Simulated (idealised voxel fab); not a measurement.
The following process module bears the name voxel released beams.
FYI the section here is cut, 240 nm wide, cells are 5 nm squares.
Format of a cross-section: grid, square cells. Given as bands. Order: top down. Band: one or more rows of cells.
The entry gives the band's vertical extent as a top height and a bottom height in nm, then its horizontal make-up as materials from left to right, each with a width in nm. "air" stands for empty space; a single material marked "all across" fills the band edge to edge.
Heights from 0 (as-received wafer is one material below). Bottom band endless downward, as "top 0, no bottom".
A width given as "30..40" starts at the first number in the band's top row and ends at the second number in its bottom row, shifting by an equal amount at every step from row to row.
Where a step carries "nothing got changed", the cross-section came out of it unchanged, cell for cell.
"Sealed internal voids" means: voids of 8 cells or more that are shut off from the top with no open way through. Written width x height at distance, distance from the left edge, in nm.
Whatever follows a step's settings on its line is a remark the simulator itself makes about that step.
When a step includes a mask, the "overlay nm" setting on its line states how far to the right of its planned place that mask lay, and negative values state how far to the left.

**Planned step list for the process**
1. RECEIVE: material Si
2. CONFORMAL_DEP: material SiN, thk nm 10
3. DIRECTIONAL_DEP: material SiO2, thk nm 10
4. PATTERN: tone open, mask id ANCHOR, material resist, width nm 45, thk nm 20, overlay nm 0
5. DIRECTIONAL_ETCH: etch materials SiO2, depth nm 10
6. STRIP: etch materials resist
7. CONFORMAL_DEP: material W, thk nm 15
8. MASKED_ETCH: tone cover, mask id BEAM, width nm 105, etch materials W, depth nm 15, overlay nm 0
9. STRIP: etch materials SiO2

**Cross-sectional view of the wafer in its as-received condition, corresponding to the state after step 1**
* top 0, no bottom | Si all across
* Sealed internal voids: none

**Result of the module, cross-sectioned: start per above, plan per above, one error in how it was run**
* top 35, bottom 25 | air=65; W=20; air=20; W=65; air=70
* top 25, bottom 20 | air=65; W=105; air=70
* top 20, bottom 10 | air=70; W=50; air=120
* top 10, bottom 0 | SiN all across
* top 0, no bottom | Si all across
* Sealed internal voids: none
Processing error: step 4 did not happen as planned, as run it was PATTERN: tone open, mask id ANCHOR, material resist, width nm 50, thk nm 20, overlay nm 0
